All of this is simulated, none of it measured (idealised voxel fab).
Presented below is a process module, voxel tone inversion.
In the cross-section labelled cut, the width is 210 nm and each square cell is 5 nm.
Cross-section = grid of square cells, listed top down in bands; band = one or more rows.
Heads up on the band format: heights come first, top then bottom, in nm. After that it's the materials left to right, each with its width in nm. A single material flagged "throughout" fills the whole band edge to edge, and "empty" means there's empty space there.
Height is counted from the level 0, under which the received wafer is composed throughout of one material. The lowest of the bands is not closed at the bottom but continues downward, in the notation "top 0, no bottom".
Note: "30 to 40" means the width goes from the first number (top row of the band) to the second number (bottom row) in equal steps per row of cells.
"nothing different" means the step left every cell of the cross-section as it was.
Listed in "Enclosed internal voids": every empty space of 8 or more cells without an open way to the top. Form: width x height at distance, the distance being from the left edge, all in nm.
The remark found on a step's line after its settings is issued by the simulator itself and pertains to that step.
The line of a step may include "overlay nm". On a step with a mask, this value is how far to the right of its planned place the mask lay. A negative value means the mask lay to the left.

plan:
step 1: RECEIVE | material Si
step 2: CONFORMAL_DEP | material SiN | thk nm 5
step 3: DIRECTIONAL_DEP | material polySi | thk nm 20
step 4: PATTERN | tone cover | mask id POSTS | material resist | width nm 20 | pitch nm 45 | thk nm 30 | overlay nm 0
step 5: DIRECTIONAL_ETCH | etch materials polySi | depth nm 20
step 6: STRIP | etch materials resist
step 7: FILL_DEP | material SiO2 | thk nm 5
step 8: CMP | height nm 25
step 9: STRIP | etch materials polySi
step 10: CONFORMAL_DEP | material TiN | thk nm 5
step 11: FILL_DEP | material Cu | thk nm 10
step 12: CMP | height nm 25
step 13: CONFORMAL_DEP | material SiN | thk nm 5

First of two wafers: run as planned:

As received (post step 1): cross-section:
- top 0, no bottom | Si throughout
- Enclosed internal voids: none

Step 2 complete: cross-section through the wafer:
- top 5, bottom 0 | SiN throughout
- Whatever lies below 0 is exactly as it was before.

Step 3 complete: cross-section through the wafer:
- top 25, bottom 5 | polySi throughout
- Whatever lies below 5 is exactly as it was before.

Step 4 complete: cross-section through the wafer:
- top 55, bottom 25 | empty 50 nm  resist 20 nm  empty 25 nm  resist 20 nm  empty 25 nm  resist 20 nm  empty 50 nm
- Whatever lies below 25 is exactly as it was before.

Step 5 complete: cross-section through the wafer:
- top 55, bottom 25 | empty 50 nm  resist 20 nm  empty 25 nm  resist 20 nm  empty 25 nm  resist 20 nm  empty 50 nm
- top 25, bottom 5 | empty 50 nm  polySi 20 nm  empty 25 nm  polySi 20 nm  empty 25 nm  polySi 20 nm  empty 50 nm
- Whatever lies below 5 is exactly as it was before.

Step 6 complete: cross-section through the wafer:
- top 25, bottom 5 | empty 50 nm  polySi 20 nm  empty 25 nm  polySi 20 nm  empty 25 nm  polySi 20 nm  empty 50 nm
- Whatever lies below 5 is exactly as it was before.

Step 7 complete: cross-section through the wafer:
- top 30, bottom 25 | SiO2 throughout
- top 25, bottom 5 | SiO2 50 nm  polySi 20 nm  SiO2 25 nm  polySi 20 nm  SiO2 25 nm  polySi 20 nm  SiO2 50 nm
- Whatever lies below 5 is exactly as it was before.

Step 8 complete: cross-section through the wafer:
- top 25, bottom 5 | SiO2 50 nm  polySi 20 nm  SiO2 25 nm  polySi 20 nm  SiO2 25 nm  polySi 20 nm  SiO2 50 nm
- Whatever lies below 5 is exactly as it was before.

Step 9 complete: cross-section through the wafer:
- top 25, bottom 5 | SiO2 50 nm  empty 20 nm  SiO2 25 nm  empty 20 nm  SiO2 25 nm  empty 20 nm  SiO2 50 nm
- Whatever lies below 5 is exactly as it was before.

Step 10 complete: cross-section through the wafer:
- top 30, bottom 25 | TiN 55 nm  empty 10 nm  TiN 35 nm  empty 10 nm  TiN 35 nm  empty 10 nm  TiN 55 nm
- top 25, bottom 10 | SiO2 50 nm  TiN 5 nm  empty 10 nm  TiN 5 nm  SiO2 25 nm  TiN 5 nm  empty 10 nm  TiN 5 nm  SiO2 25 nm  TiN 5 nm  empty 10 nm  TiN 5 nm  SiO2 50 nm
- top 10, bottom 5 | SiO2 50 nm  TiN 20 nm  SiO2 25 nm  TiN 20 nm  SiO2 25 nm  TiN 20 nm  SiO2 50 nm
- Whatever lies below 5 is exactly as it was before.

Step 11 complete: cross-section through the wafer:
- top 40, bottom 30 | Cu throughout
- top 30, bottom 25 | TiN 55 nm  Cu 10 nm  TiN 35 nm  Cu 10 nm  TiN 35 nm  Cu 10 nm  TiN 55 nm
- top 25, bottom 10 | SiO2 50 nm  TiN 5 nm  Cu 10 nm  TiN 5 nm  SiO2 25 nm  TiN 5 nm  Cu 10 nm  TiN 5 nm  SiO2 25 nm  TiN 5 nm  Cu 10 nm  TiN 5 nm  SiO2 50 nm
- Whatever lies below 10 is exactly as it was before.

Step 12 complete: cross-section through the wafer:
- top 25, bottom 10 | SiO2 50 nm  TiN 5 nm  Cu 10 nm  TiN 5 nm  SiO2 25 nm  TiN 5 nm  Cu 10 nm  TiN 5 nm  SiO2 25 nm  TiN 5 nm  Cu 10 nm  TiN 5 nm  SiO2 50 nm
- Whatever lies below 10 is exactly as it was before.

Step 13 complete: cross-section through the wafer:
- top 30, bottom 25 | SiN throughout
- Whatever lies below 25 is exactly as it was before.

The Second Wafer: Common Origin and Plan, One Mistake in Execution, Identical to the First Through Step 3:

Cross-section, second wafer, at the end time the plan gives for step 4:
- top 55, bottom 25 | empty 55 nm  resist 15 nm  empty 30 nm  resist 15 nm  empty 30 nm  resist 15 nm  empty 50 nm
- Whatever lies below 25 is exactly as it was before.

Cross-section, second wafer, at the end time the plan gives for step 5:
- top 55, bottom 25 | empty 55 nm  resist 15 nm  empty 30 nm  resist 15 nm  empty 30 nm  resist 15 nm  empty 50 nm
- top 25, bottom 5 | empty 55 nm  polySi 15 nm  empty 30 nm  polySi 15 nm  empty 30 nm  polySi 15 nm  empty 50 nm
- Whatever lies below 5 is exactly as it was before.

Cross-section, second wafer, at the end time the plan gives for step 6:
- top 25, bottom 5 | empty 55 nm  polySi 15 nm  empty 30 nm  polySi 15 nm  empty 30 nm  polySi 15 nm  empty 50 nm
- Whatever lies below 5 is exactly as it was before.

Cross-section, second wafer, at the end time the plan gives for step 7:
- top 30, bottom 25 | SiO2 throughout
- top 25, bottom 5 | SiO2 55 nm  polySi 15 nm  SiO2 30 nm  polySi 15 nm  SiO2 30 nm  polySi 15 nm  SiO2 50 nm
- Whatever lies below 5 is exactly as it was before.

Cross-section, second wafer, at the end time the plan gives for step 8:
- top 25, bottom 5 | SiO2 55 nm  polySi 15 nm  SiO2 30 nm  polySi 15 nm  SiO2 30 nm  polySi 15 nm  SiO2 50 nm
- Whatever lies below 5 is exactly as it was before.

Cross-section, second wafer, at the end time the plan gives for step 9:
- top 25, bottom 5 | SiO2 55 nm  empty 15 nm  SiO2 30 nm  empty 15 nm  SiO2 30 nm  empty 15 nm  SiO2 50 nm
- Whatever lies below 5 is exactly as it was before.

Cross-section, second wafer, at the end time the plan gives for step 10:
- top 30, bottom 25 | TiN 60 nm  empty 5 nm  TiN 40 nm  empty 5 nm  TiN 40 nm  empty 5 nm  TiN 55 nm
- top 25, bottom 10 | SiO2 55 nm  TiN 5 nm  empty 5 nm  TiN 5 nm  SiO2 30 nm  TiN 5 nm  empty 5 nm  TiN 5 nm  SiO2 30 nm  TiN 5 nm  empty 5 nm  TiN 5 nm  SiO2 50 nm
- top 10, bottom 5 | SiO2 55 nm  TiN 15 nm  SiO2 30 nm  TiN 15 nm  SiO2 30 nm  TiN 15 nm  SiO2 50 nm
- Whatever lies below 5 is exactly as it was before.

Cross-section, second wafer, at the end time the plan gives for step 11:
- top 40, bottom 30 | Cu throughout
- top 30, bottom 25 | TiN 60 nm  Cu 5 nm  TiN 40 nm  Cu 5 nm  TiN 40 nm  Cu 5 nm  TiN 55 nm
- top 25, bottom 10 | SiO2 55 nm  TiN 5 nm  Cu 5 nm  TiN 5 nm  SiO2 30 nm  TiN 5 nm  Cu 5 nm  TiN 5 nm  SiO2 30 nm  TiN 5 nm  Cu 5 nm  TiN 5 nm  SiO2 50 nm
- Whatever lies below 10 is exactly as it was before.

Cross-section, second wafer, at the end time the plan gives for step 12:
- top 25, bottom 10 | SiO2 55 nm  TiN 5 nm  Cu 5 nm  TiN 5 nm  SiO2 30 nm  TiN 5 nm  Cu 5 nm  TiN 5 nm  SiO2 30 nm  TiN 5 nm  Cu 5 nm  TiN 5 nm  SiO2 50 nm
- Whatever lies below 10 is exactly as it was before.

Cross-section, second wafer, at the end time the plan gives for step 13:
- top 30, bottom 25 | SiN throughout
- Whatever lies below 25 is exactly as it was before.
It is concluded that the wafer was processed incorrectly with respect to the plan, in that step 4 was not run as planned; what actually ran was PATTERN | tone cover | mask id POSTS | material resist | width nm 15 | pitch nm 45 | thk nm 30 | overlay nm 0
Count the cells at the end and the second wafer has more or fewer of some materials than the first: -9 Cu | +12 SiO2 | -3 TiN
